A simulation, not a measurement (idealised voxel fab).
process module | voxel gate over fins
cross-section cut | 230 nm wide | cells 5 nm
A cross-section is a grid of square cells, given in bands from the top down. A band is one or more rows of cells.
Each band's line starts with the height of the band's top and of its bottom, in nm. Then come its materials from left to right, each with its width in nm. One material with "throughout" fills the band from edge to edge. "air" is empty space.
Height 0 is the level under which the wafer as received is all one material. The lowest band goes on downwards, as in "0 down".
A width such as "30 to 40" changes by the same amount from each row of cells to the next, from the band's top row to its bottom row.
"no change" after a step means that no cell of the cross-section changed.
closed voids: empty space of 8 cells or more with no open way to the top, each as width x height at its distance from the left edge, in nm
after a step's settings: what the simulator itself notes on the step
overlay nm, on a step with a mask: how far to the right of its planned place the mask lay; to the left if negative
plan
1 op RECEIVE | material Si
2 op CONFORMAL_DEP | material SiN | thk nm 10
3 op PATTERN | tone cover | mask id FINS | material resist | width nm 15 | pitch nm 40 | thk nm 15 | overlay nm 0
4 op DIRECTIONAL_ETCH | etch materials SiN | depth nm 10
5 op DIRECTIONAL_ETCH | etch materials Si | depth nm 35
6 op STRIP | etch materials resist
7 op FILL_DEP | material SiO2 | thk nm 5
8 op CMP | height nm 10
9 op SELECTIVE_ETCH | etch materials SiO2 | depth nm 20
10 op STRIP | etch materials SiN
11 op CONFORMAL_DEP | material HfO2 | thk nm 5
12 op CONFORMAL_DEP | material TiN | thk nm 5
13 op CONFORMAL_DEP | material TiAl | thk nm 5
14 op CONFORMAL_DEP | material TiN | thk nm 5
15 op FILL_DEP | material W | thk nm 15
16 op CMP | height nm 30
17 op CONFORMAL_DEP | material SiCN | thk nm 5
first wafer, as planned
as received, after step 1
  0 down: Si throughout
  closed voids: none
after step 2
  10 to 0: SiN throughout
  below 0: unchanged
after step 3
  25 to 10: air 65 | resist 15 | air 25 | resist 15 | air 25 | resist 15 | air 70
  below 10: unchanged
after step 4
  25 to 10: air 65 | resist 15 | air 25 | resist 15 | air 25 | resist 15 | air 70
  10 to 0: air 65 | SiN 15 | air 25 | SiN 15 | air 25 | SiN 15 | air 70
  below 0: unchanged
after step 5
  25 to 10: air 65 | resist 15 | air 25 | resist 15 | air 25 | resist 15 | air 70
  10 to 0: air 65 | SiN 15 | air 25 | SiN 15 | air 25 | SiN 15 | air 70
  0 to -35: air 65 | Si 15 | air 25 | Si 15 | air 25 | Si 15 | air 70
  below -35: unchanged
after step 6
  10 to 0: air 65 | SiN 15 | air 25 | SiN 15 | air 25 | SiN 15 | air 70
  below 0: unchanged
after step 7
  15 to 10: SiO2 throughout
  10 to 0: SiO2 65 | SiN 15 | SiO2 25 | SiN 15 | SiO2 25 | SiN 15 | SiO2 70
  0 to -35: SiO2 65 | Si 15 | SiO2 25 | Si 15 | SiO2 25 | Si 15 | SiO2 70
  below -35: unchanged
after step 8
  10 to 0: SiO2 65 | SiN 15 | SiO2 25 | SiN 15 | SiO2 25 | SiN 15 | SiO2 70
  below 0: unchanged
after step 9
  10 to 0: air 65 | SiN 15 | air 25 | SiN 15 | air 25 | SiN 15 | air 70
  0 to -10: air 65 | Si 15 | air 25 | Si 15 | air 25 | Si 15 | air 70
  below -10: unchanged
after step 10
  0 to -10: air 65 | Si 15 | air 25 | Si 15 | air 25 | Si 15 | air 70
  below -10: unchanged
after step 11
  5 to 0: air 60 | HfO2 25 | air 15 | HfO2 25 | air 15 | HfO2 25 | air 65
  0 to -5: air 60 | HfO2 5 | Si 15 | HfO2 5 | air 15 | HfO2 5 | Si 15 | HfO2 5 | air 15 | HfO2 5 | Si 15 | HfO2 5 | air 65
  -5 to -10: HfO2 65 | Si 15 | HfO2 25 | Si 15 | HfO2 25 | Si 15 | HfO2 70
  below -10: unchanged
after step 12
  10 to 5: air 55 | TiN 35 | air 5 | TiN 35 | air 5 | TiN 35 | air 60
  5 to 0: air 55 | TiN 5 | HfO2 25 | TiN 5 | air 5 | TiN 5 | HfO2 25 | TiN 5 | air 5 | TiN 5 | HfO2 25 | TiN 5 | air 60
  0 to -5: TiN 60 | HfO2 5 | Si 15 | HfO2 5 | TiN 15 | HfO2 5 | Si 15 | HfO2 5 | TiN 15 | HfO2 5 | Si 15 | HfO2 5 | TiN 65
  below -5: unchanged
after step 13
  15 to 10: air 50 | TiAl 125 | air 55
  10 to 5: air 50 | TiAl 5 | TiN 35 | TiAl 5 | TiN 35 | TiAl 5 | TiN 35 | TiAl 5 | air 55
  5 to 0: TiAl 55 | TiN 5 | HfO2 25 | TiN 5 | TiAl 5 | TiN 5 | HfO2 25 | TiN 5 | TiAl 5 | TiN 5 | HfO2 25 | TiN 5 | TiAl 60
  below 0: unchanged
after step 14
  20 to 15: air 45 | TiN 135 | air 50
  15 to 10: air 45 | TiN 5 | TiAl 125 | TiN 5 | air 50
  10 to 5: TiN 50 | TiAl 5 | TiN 35 | TiAl 5 | TiN 35 | TiAl 5 | TiN 35 | TiAl 5 | TiN 55
  below 5: unchanged
after step 15
  35 to 20: W throughout
  20 to 15: W 45 | TiN 135 | W 50
  15 to 10: W 45 | TiN 5 | TiAl 125 | TiN 5 | W 50
  below 10: unchanged
after step 16
  30 to 20: W throughout
  below 20: unchanged
after step 17
  35 to 30: SiCN throughout
  below 30: unchanged
second wafer: like start, like plan, one mistake. Through step 2 it matches the first wafer
when step 3 should have ended
  25 to 10: resist 65 | air 15 | resist 25 | air 15 | resist 25 | air 15 | resist 70
  below 10: unchanged
when step 4 should have ended
  25 to 10: resist 65 | air 15 | resist 25 | air 15 | resist 25 | air 15 | resist 70
  10 to 0: SiN 65 | air 15 | SiN 25 | air 15 | SiN 25 | air 15 | SiN 70
  below 0: unchanged
when step 5 should have ended
  25 to 10: resist 65 | air 15 | resist 25 | air 15 | resist 25 | air 15 | resist 70
  10 to 0: SiN 65 | air 15 | SiN 25 | air 15 | SiN 25 | air 15 | SiN 70
  0 to -35: Si 65 | air 15 | Si 25 | air 15 | Si 25 | air 15 | Si 70
  below -35: unchanged
when step 6 should have ended
  10 to 0: SiN 65 | air 15 | SiN 25 | air 15 | SiN 25 | air 15 | SiN 70
  below 0: unchanged
when step 7 should have ended
  15 to 10: SiO2 throughout
  10 to 0: SiN 65 | SiO2 15 | SiN 25 | SiO2 15 | SiN 25 | SiO2 15 | SiN 70
  0 to -35: Si 65 | SiO2 15 | Si 25 | SiO2 15 | Si 25 | SiO2 15 | Si 70
  below -35: unchanged
when step 8 should have ended
  10 to 0: SiN 65 | SiO2 15 | SiN 25 | SiO2 15 | SiN 25 | SiO2 15 | SiN 70
  below 0: unchanged
when step 9 should have ended
  10 to 0: SiN 65 | air 15 | SiN 25 | air 15 | SiN 25 | air 15 | SiN 70
  0 to -10: Si 65 | air 15 | Si 25 | air 15 | Si 25 | air 15 | Si 70
  below -10: unchanged
when step 10 should have ended
  0 to -10: Si 65 | air 15 | Si 25 | air 15 | Si 25 | air 15 | Si 70
  below -10: unchanged
when step 11 should have ended
  5 to 0: HfO2 70 | air 5 | HfO2 35 | air 5 | HfO2 35 | air 5 | HfO2 75
  0 to -5: Si 65 | HfO2 5 | air 5 | HfO2 5 | Si 25 | HfO2 5 | air 5 | HfO2 5 | Si 25 | HfO2 5 | air 5 | HfO2 5 | Si 70
  -5 to -10: Si 65 | HfO2 15 | Si 25 | HfO2 15 | Si 25 | HfO2 15 | Si 70
  below -10: unchanged
when step 12 should have ended
  10 to 5: TiN throughout
  5 to 0: HfO2 70 | TiN 5 | HfO2 35 | TiN 5 | HfO2 35 | TiN 5 | HfO2 75
  0 to -5: Si 65 | HfO2 5 | TiN 5 | HfO2 5 | Si 25 | HfO2 5 | TiN 5 | HfO2 5 | Si 25 | HfO2 5 | TiN 5 | HfO2 5 | Si 70
  below -5: unchanged
when step 13 should have ended
  15 to 10: TiAl throughout
  below 10: unchanged
when step 14 should have ended
  20 to 15: TiN throughout
  below 15: unchanged
when step 15 should have ended
  35 to 20: W throughout
  below 20: unchanged
when step 16 should have ended
  30 to 20: W throughout
  below 20: unchanged
when step 17 should have ended
  35 to 30: SiCN throughout
  below 30: unchanged
what went wrong: step 3 ran as: op PATTERN | tone open | mask id FINS | material resist | width nm 15 | pitch nm 40 | thk nm 15 | overlay nm 0
at the end the second wafer has, in cells: 196 more of Si | 140 fewer of SiO2 | 8 fewer of TiAl | 10 fewer of TiN | 38 fewer of W
